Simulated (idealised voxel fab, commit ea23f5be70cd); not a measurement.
This section sets out a process module, namely voxel capacitor over wiring.
For reference, the cross-section in this document is cut, with width 145 nm and square cells of 5 nm.
Cross-sections here: square-cell grids, written as top-down lists of bands, a band being one or more rows of cells.
The entry gives the band's vertical extent as a top height and a bottom height in nm, then its horizontal make-up as materials from left to right, each with a width in nm. "air" stands for empty space; a single material marked "throughout" fills the band edge to edge.
Heights are measured from 0, the level below which the as-received wafer is all one material; the lowest band has no bottom and continues downward, written as in "0..down".
Per-row width for "30->40": begins at first number (top row of band), ends at second number (bottom row), increment between rows held constant.
Any step labelled "everything unchanged" changed none of the cells in the cross-section.
Any empty space of 8 cells or more lacking an open way to the top shows up in "Sealed internal cavities" as width x height at distance, distance from the left edge, in nm.
Read whatever lies past the settings on a step's line as the simulator's own remark about the step.
overlay nm: where the mask lay relative to plan, measured to the right, on steps with a mask; negatives go left.

# Planned step list for the process
step 1: RECEIVE, material Si
step 2: CONFORMAL_DEP, material SiO2, thk nm 10
step 3: CONFORMAL_DEP, material SiN, thk nm 5
step 4: DIRECTIONAL_DEP, material SiO2, thk nm 15
step 5: PATTERN, tone open, mask id METAL_1, material resist, width nm 20, pitch nm 75, thk nm 15, overlay nm 0
step 6: DIRECTIONAL_ETCH, etch materials SiO2, depth nm 15
step 7: DIRECTIONAL_ETCH, etch materials SiN, depth nm 5
step 8: STRIP, etch materials resist
step 9: CONFORMAL_DEP, material TiN, thk nm 5
step 10: FILL_DEP, material Cu, thk nm 5
step 11: CMP, height nm 30
step 12: CONFORMAL_DEP, material SiCN, thk nm 5
step 13: DIRECTIONAL_DEP, material SiO2, thk nm 20
step 14: PATTERN, tone open, mask id PLUG_1, material resist, width nm 15, thk nm 15, overlay nm 0
step 15: DIRECTIONAL_ETCH, etch materials SiO2, depth nm 20
step 16: DIRECTIONAL_ETCH, etch materials SiCN, depth nm 5
step 17: STRIP, etch materials resist
step 18: CONFORMAL_DEP, material TiN, thk nm 5
step 19: FILL_DEP, material Cu, thk nm 10
step 20: CMP, height nm 55
step 21: DIRECTIONAL_DEP, material TiN, thk nm 5
step 22: DIRECTIONAL_DEP, material SiN, thk nm 5
step 23: DIRECTIONAL_DEP, material TiN, thk nm 5
step 24: PATTERN, tone cover, mask id UPPER_PLATE, material resist, width nm 60, thk nm 15, overlay nm 0
step 25: DIRECTIONAL_ETCH, etch materials TiN, depth nm 5
step 26: DIRECTIONAL_ETCH, etch materials SiN, depth nm 5
step 27: STRIP, etch materials resist
step 28: PATTERN, tone cover, mask id LOWER_PLATE, material resist, width nm 70, thk nm 20, overlay nm 0
step 29: DIRECTIONAL_ETCH, etch materials TiN, depth nm 5
step 30: STRIP, etch materials resist
step 31: FILL_DEP, material SiO2, thk nm 20
step 32: CMP, height nm 85
step 33: PATTERN, tone open, mask id PLUG_2, material resist, width nm 15, thk nm 15, overlay nm 0
step 34: DIRECTIONAL_ETCH, etch materials SiO2, depth nm 15
step 35: STRIP, etch materials resist
step 36: CONFORMAL_DEP, material TiN, thk nm 5
step 37: FILL_DEP, material Ru, thk nm 10
step 38: CMP, height nm 85
step 39: CONFORMAL_DEP, material SiN, thk nm 5

# First wafer of two (run as planned)

# Cross-section, incoming material, after step 1
  0..down  Si throughout
  Sealed internal cavities: none

# Cross-section of the wafer subsequent to step 2
  10..0  SiO2 throughout
  Everything under 0 stays put, no change at all.

# Cross-section of the wafer subsequent to step 3
  15..10  SiN throughout
  Everything under 10 stays put, no change at all.

# Cross-section of the wafer subsequent to step 4
  30..15  SiO2 throughout
  Everything under 15 stays put, no change at all.

# Cross-section of the wafer subsequent to step 5
  45..30  25 resist, 20 air, 55 resist, 20 air, 25 resist
  Everything under 30 stays put, no change at all.

# Cross-section of the wafer subsequent to step 6
  45..30  25 resist, 20 air, 55 resist, 20 air, 25 resist
  30..15  25 SiO2, 20 air, 55 SiO2, 20 air, 25 SiO2
  Everything under 15 stays put, no change at all.

# Cross-section of the wafer subsequent to step 7
  45..30  25 resist, 20 air, 55 resist, 20 air, 25 resist
  30..15  25 SiO2, 20 air, 55 SiO2, 20 air, 25 SiO2
  15..10  25 SiN, 20 air, 55 SiN, 20 air, 25 SiN
  Everything under 10 stays put, no change at all.

# Cross-section of the wafer subsequent to step 8
  30..15  25 SiO2, 20 air, 55 SiO2, 20 air, 25 SiO2
  Everything under 15 stays put, no change at all.

# Cross-section of the wafer subsequent to step 9
  35..30  30 TiN, 10 air, 65 TiN, 10 air, 30 TiN
  30..15  25 SiO2, 5 TiN, 10 air, 5 TiN, 55 SiO2, 5 TiN, 10 air, 5 TiN, 25 SiO2
  15..10  25 SiN, 20 TiN, 55 SiN, 20 TiN, 25 SiN
  Everything under 10 stays put, no change at all.

# Cross-section of the wafer subsequent to step 10
  40..35  Cu throughout
  35..30  30 TiN, 10 Cu, 65 TiN, 10 Cu, 30 TiN
  30..15  25 SiO2, 5 TiN, 10 Cu, 5 TiN, 55 SiO2, 5 TiN, 10 Cu, 5 TiN, 25 SiO2
  Everything under 15 stays put, no change at all.

# Cross-section of the wafer subsequent to step 11
  30..15  25 SiO2, 5 TiN, 10 Cu, 5 TiN, 55 SiO2, 5 TiN, 10 Cu, 5 TiN, 25 SiO2
  Everything under 15 stays put, no change at all.

# Cross-section of the wafer subsequent to step 12
  35..30  SiCN throughout
  Everything under 30 stays put, no change at all.

# Cross-section of the wafer subsequent to step 13
  55..35  SiO2 throughout
  Everything under 35 stays put, no change at all.

# Cross-section of the wafer subsequent to step 14
  70..55  30 resist, 15 air, 100 resist
  Everything under 55 stays put, no change at all.

# Cross-section of the wafer subsequent to step 15
  70..55  30 resist, 15 air, 100 resist
  55..35  30 SiO2, 15 air, 100 SiO2
  Everything under 35 stays put, no change at all.

# Cross-section of the wafer subsequent to step 16
  70..55  30 resist, 15 air, 100 resist
  55..35  30 SiO2, 15 air, 100 SiO2
  35..30  30 SiCN, 15 air, 100 SiCN
  Everything under 30 stays put, no change at all.

# Cross-section of the wafer subsequent to step 17
  55..35  30 SiO2, 15 air, 100 SiO2
  Everything under 35 stays put, no change at all.

# Cross-section of the wafer subsequent to step 18
  60..55  35 TiN, 5 air, 105 TiN
  55..35  30 SiO2, 5 TiN, 5 air, 5 TiN, 100 SiO2
  35..30  30 SiCN, 15 TiN, 100 SiCN
  Everything under 30 stays put, no change at all.

# Cross-section of the wafer subsequent to step 19
  70..60  Cu throughout
  60..55  35 TiN, 5 Cu, 105 TiN
  55..35  30 SiO2, 5 TiN, 5 Cu, 5 TiN, 100 SiO2
  Everything under 35 stays put, no change at all.

# Cross-section of the wafer subsequent to step 20
  55..35  30 SiO2, 5 TiN, 5 Cu, 5 TiN, 100 SiO2
  Everything under 35 stays put, no change at all.

# Cross-section of the wafer subsequent to step 21
  60..55  TiN throughout
  Everything under 55 stays put, no change at all.

# Cross-section of the wafer subsequent to step 22
  65..60  SiN throughout
  Everything under 60 stays put, no change at all.

# Cross-section of the wafer subsequent to step 23
  70..65  TiN throughout
  Everything under 65 stays put, no change at all.

# Cross-section of the wafer subsequent to step 24
  85..70  30 air, 60 resist, 55 air
  Everything under 70 stays put, no change at all.

# Cross-section of the wafer subsequent to step 25
  85..70  30 air, 60 resist, 55 air
  70..65  30 air, 60 TiN, 55 air
  Everything under 65 stays put, no change at all.

# Cross-section of the wafer subsequent to step 26
  85..70  30 air, 60 resist, 55 air
  70..65  30 air, 60 TiN, 55 air
  65..60  30 air, 60 SiN, 55 air
  Everything under 60 stays put, no change at all.

# Cross-section of the wafer subsequent to step 27
  70..65  30 air, 60 TiN, 55 air
  Everything under 65 stays put, no change at all.

# Cross-section of the wafer subsequent to step 28
  90..70  25 air, 70 resist, 50 air
  70..65  25 air, 5 resist, 60 TiN, 5 resist, 50 air
  65..60  25 air, 5 resist, 60 SiN, 5 resist, 50 air
  Everything under 60 stays put, no change at all.

# Cross-section of the wafer subsequent to step 29
  90..70  25 air, 70 resist, 50 air
  70..65  25 air, 5 resist, 60 TiN, 5 resist, 50 air
  65..60  25 air, 5 resist, 60 SiN, 5 resist, 50 air
  60..55  25 air, 70 TiN, 50 air
  Everything under 55 stays put, no change at all.

# Cross-section of the wafer subsequent to step 30
  70..65  30 air, 60 TiN, 55 air
  65..60  30 air, 60 SiN, 55 air
  Everything under 60 stays put, no change at all.

# Cross-section of the wafer subsequent to step 31
  90..70  SiO2 throughout
  70..65  30 SiO2, 60 TiN, 55 SiO2
  65..60  30 SiO2, 60 SiN, 55 SiO2
  60..55  25 SiO2, 70 TiN, 50 SiO2
  Everything under 55 stays put, no change at all.

# Cross-section of the wafer subsequent to step 32
  85..70  SiO2 throughout
  Everything under 70 stays put, no change at all.

# Cross-section of the wafer subsequent to step 33
  100..85  40 resist, 15 air, 90 resist
  Everything under 85 stays put, no change at all.

# Cross-section of the wafer subsequent to step 34
  100..85  40 resist, 15 air, 90 resist
  85..70  40 SiO2, 15 air, 90 SiO2
  Everything under 70 stays put, no change at all.

# Cross-section of the wafer subsequent to step 35
  85..70  40 SiO2, 15 air, 90 SiO2
  Everything under 70 stays put, no change at all.

# Cross-section of the wafer subsequent to step 36
  90..85  45 TiN, 5 air, 95 TiN
  85..75  40 SiO2, 5 TiN, 5 air, 5 TiN, 90 SiO2
  75..65  40->30 SiO2, 15->60 TiN, 90->55 SiO2
  Everything under 65 stays put, no change at all.

# Cross-section of the wafer subsequent to step 37
  100..90  Ru throughout
  90..85  45 TiN, 5 Ru, 95 TiN
  85..75  40 SiO2, 5 TiN, 5 Ru, 5 TiN, 90 SiO2
  Everything under 75 stays put, no change at all.

# Cross-section of the wafer subsequent to step 38
  85..75  40 SiO2, 5 TiN, 5 Ru, 5 TiN, 90 SiO2
  Everything under 75 stays put, no change at all.

# Cross-section of the wafer subsequent to step 39
  90..85  SiN throughout
  Everything under 85 stays put, no change at all.

# What follows concerns the second wafer, which started out like the first and was meant to follow the very same plan; one mistake crept in when it was run, but everything up to and including step 27 is the same as for the first wafer

# Second wafer: cross-section at the scheduled end of step 28
  90..70  15 air, 70 resist, 60 air
  70..65  15 air, 15 resist, 60 TiN, 55 air
  65..60  15 air, 15 resist, 60 SiN, 55 air
  Everything under 60 stays put, no change at all.

# Second wafer: cross-section at the scheduled end of step 29
  90..70  15 air, 70 resist, 60 air
  70..65  15 air, 15 resist, 55 TiN, 60 air
  65..60  15 air, 15 resist, 60 SiN, 55 air
  60..55  15 air, 75 TiN, 55 air
  Everything under 55 stays put, no change at all.

# Second wafer: cross-section at the scheduled end of step 30
  70..65  30 air, 55 TiN, 60 air
  65..60  30 air, 60 SiN, 55 air
  Everything under 60 stays put, no change at all.

# Second wafer: cross-section at the scheduled end of step 31
  90..70  SiO2 throughout
  70..65  30 SiO2, 55 TiN, 60 SiO2
  65..60  30 SiO2, 60 SiN, 55 SiO2
  60..55  15 SiO2, 75 TiN, 55 SiO2
  Everything under 55 stays put, no change at all.

# Second wafer: cross-section at the scheduled end of step 32
  85..70  SiO2 throughout
  Everything under 70 stays put, no change at all.

# Second wafer: cross-section at the scheduled end of step 33
  100..85  40 resist, 15 air, 90 resist
  Everything under 85 stays put, no change at all.

# Second wafer: cross-section at the scheduled end of step 34
  100..85  40 resist, 15 air, 90 resist
  85..70  40 SiO2, 15 air, 90 SiO2
  Everything under 70 stays put, no change at all.

# Second wafer: cross-section at the scheduled end of step 35
  85..70  40 SiO2, 15 air, 90 SiO2
  Everything under 70 stays put, no change at all.

# Second wafer: cross-section at the scheduled end of step 36
  90..85  45 TiN, 5 air, 95 TiN
  85..75  40 SiO2, 5 TiN, 5 air, 5 TiN, 90 SiO2
  75..65  40->30 SiO2, 15->55 TiN, 90->60 SiO2
  Everything under 65 stays put, no change at all.

# Second wafer: cross-section at the scheduled end of step 37
  100..90  Ru throughout
  90..85  45 TiN, 5 Ru, 95 TiN
  85..75  40 SiO2, 5 TiN, 5 Ru, 5 TiN, 90 SiO2
  Everything under 75 stays put, no change at all.

# Second wafer: cross-section at the scheduled end of step 38
  85..75  40 SiO2, 5 TiN, 5 Ru, 5 TiN, 90 SiO2
  Everything under 75 stays put, no change at all.

# Second wafer: cross-section at the scheduled end of step 39
  90..85  SiN throughout
  Everything under 85 stays put, no change at all.
what went wrong: step 28 was processed under conditions differing from the plan, specifically as PATTERN, tone cover, mask id LOWER_PLATE, material resist, width nm 70, thk nm 20, overlay nm -10
End check, second vs first wafer: material counts in cells match, positions do not.
